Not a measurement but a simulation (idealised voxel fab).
Module name: voxel transistor to metal (process module)
The figure presents cross-section cut, which has a width of 160 nm and is divided into square cells with an edge length of 5 nm.
In this document a cross-section is written as a grid of square cells. It is given as a series of bands, listed from the top down, and a band is one or more rows of cells. Quick guide to a band line: top height, bottom height (nm) up front; then every material left to right with its width in nm. Only one material and it's marked "throughout"? Then it fills the band edge to edge. And "blank" just means empty space. Heads up on the height convention: 0 is the point under which the incoming wafer is all one material, and the lowest band has no bottom, it just keeps going down, like "z 0 and below". The expression "30 to 40" gives the width at the extremes of the band, the first number at its top row of cells and the second at its bottom row, with the width changing by equal amounts from each row to the next in between. You'll sometimes find "identical to before" written for a step, and that's the way of saying that nowhere in the cross-section did a cell change during that step. "Unvented internal voids" contains a list of empty spaces, each no smaller than 8 cells and without an open way to the top, written in the form width x height at distance with the distance from the left edge and all three in nm. The remark found on a step's line after its settings is issued by the simulator itself and pertains to that step. Each step line may optionally specify "overlay nm", which for a step with a mask gives the rightward distance between the mask's planned place and where it lay, a negative value indicating the leftward direction.

# Planned process steps
1,RECEIVE | material Si
2,OXIDIZE | depth nm 5
3,CONFORMAL_DEP | material SiN | thk nm 10
4,DIRECTIONAL_DEP | material aC | thk nm 15
5,PATTERN | tone cover | mask id ACTIVE | material resist | width nm 115 | thk nm 35 | overlay nm 0
6,DIRECTIONAL_ETCH | etch materials aC | depth nm 15
7,STRIP | etch materials resist
8,DIRECTIONAL_ETCH | etch materials SiN | depth nm 10
9,DIRECTIONAL_ETCH | etch materials SiO2 | depth nm 5
10,DIRECTIONAL_ETCH | etch materials Si | depth nm 30
11,STRIP | etch materials aC
12,OXIDIZE | depth nm 5
13,FILL_DEP | material SiO2 | thk nm 10
14,CMP | height nm 10
15,SELECTIVE_ETCH | etch materials SiO2 | depth nm 5
16,STRIP | etch materials SiN
17,SELECTIVE_ETCH | etch materials SiO2 | depth nm 5
18,OXIDIZE | depth nm 5
19,DIRECTIONAL_DEP | material polySi | thk nm 20
20,DIRECTIONAL_DEP | material SiCN | thk nm 10
21,DIRECTIONAL_DEP | material aC | thk nm 15
22,PATTERN | tone cover | mask id GATE | material resist | width nm 15 | thk nm 30 | overlay nm 0
23,DIRECTIONAL_ETCH | etch materials aC | depth nm 15
24,STRIP | etch materials resist
25,DIRECTIONAL_ETCH | etch materials SiCN | depth nm 20
26,DIRECTIONAL_ETCH | etch materials polySi | depth nm 30
27,STRIP | etch materials aC
28,CONFORMAL_DEP | material SiN | thk nm 10
29,DIRECTIONAL_ETCH | etch materials SiN | depth nm 10
30,DIRECTIONAL_ETCH | etch materials SiO2 | depth nm 5
31,DIRECTIONAL_ETCH | etch materials Si | depth nm 5
32,EPI | material nSi | thk nm 10
33,FILL_DEP | material SiO2 | thk nm 5
34,CMP | height nm 25
35,DIRECTIONAL_DEP | material SiO2 | thk nm 15
36,PATTERN | tone open | mask id CONTACT | material resist | width nm 35 | pitch nm 60 | thk nm 20 | overlay nm 0
37,DIRECTIONAL_ETCH | etch materials SiO2 | depth nm 45
38,STRIP | etch materials resist
39,CONFORMAL_DEP | material TiN | thk nm 5
40,FILL_DEP | material W | thk nm 5
41,CMP | height nm 40
42,CONFORMAL_DEP | material SiCN | thk nm 5
43,DIRECTIONAL_DEP | material lowk | thk nm 15
44,MASKED_ETCH | tone open | mask id METAL_1 | width nm 20 | pitch nm 75 | etch materials lowk | depth nm 15 | overlay nm 0
45,MASKED_ETCH | tone open | mask id METAL_1 | width nm 20 | pitch nm 75 | etch materials SiCN | depth nm 5 | overlay nm 0
46,CONFORMAL_DEP | material TiN | thk nm 5
47,FILL_DEP | material Cu | thk nm 5
48,CMP | height nm 60
49,EPI | material Ru | thk nm 5
50,FILL_DEP | material SiCN | thk nm 5

# Delivered wafer in cross-section: state after step 1
* z 0 and below = Si throughout
* Unvented internal voids: none

# Starting structure and process plan are as shown above, but one mistake was made in running the module; the wafer cross-section at the end of the module follows
* z 70 to 65 = SiCN throughout
* z 65 to 60 = SiCN (20) / Ru (40) / SiCN (35) / Ru (40) / SiCN (25)
* z 60 to 50 = lowk (25) / TiN (5) / Cu (20) / TiN (5) / lowk (45) / TiN (5) / Cu (20) / TiN (5) / lowk (30)
* z 50 to 45 = lowk (25) / TiN (10) / Cu (10) / TiN (10) / lowk (45) / TiN (10) / Cu (10) / TiN (10) / lowk (30)
* z 45 to 40 = SiCN (30) / TiN (20) / SiCN (55) / TiN (20) / SiCN (35)
* z 40 to 30 = SiO2 (30) / TiN (5) / W (25) / TiN (5) / SiO2 (25) / TiN (5) / W (25) / TiN (5) / SiO2 (35)
* z 30 to 25 = SiO2 (30) / TiN (5) / W (20) / TiN (10) / SiO2 (25) / TiN (10) / W (20) / TiN (5) / SiO2 (35)
* z 25 to 15 = SiO2 (30) / TiN (5) / W (20) / TiN (5) / SiN (10) / SiCN (15) / SiN (10) / TiN (5) / W (20) / TiN (5) / SiO2 (35)
* z 15 to 5 = SiO2 (30) / TiN (5) / W (20) / TiN (5) / SiN (10) / polySi (15) / SiN (10) / TiN (5) / W (20) / TiN (5) / SiO2 (35)
* z 5 to 0 = SiO2 (30) / TiN (5) / W (10) / TiN (15) / SiN (10) / polySi (15) / SiN (10) / TiN (15) / W (10) / TiN (5) / SiO2 (35)
* z 0 to -5 = SiO2 (15) / SiN (10) / SiO2 (5) / TiN (20) / nSi (10) / SiN (10) / polySi (15) / SiN (10) / nSi (10) / TiN (20) / SiO2 (5) / SiN (10) / SiO2 (20)
* z -5 to -10 = SiO2 (25) / nSi (35) / SiO2 (35) / nSi (35) / SiO2 (30)
* z -10 to -15 = SiO2 (25) / nSi (35) / Si (35) / nSi (35) / SiO2 (30)
* z -15 to -40 = SiO2 (25) / Si (105) / SiO2 (30)
* z -40 and below = Si throughout
* Unvented internal voids: none
Short version of what went wrong: step 44 ran differently from the plan; actual operation with settings: MASKED_ETCH | tone open | mask id METAL_1 | width nm 30 | pitch nm 75 | etch materials lowk | depth nm 15 | overlay nm 0
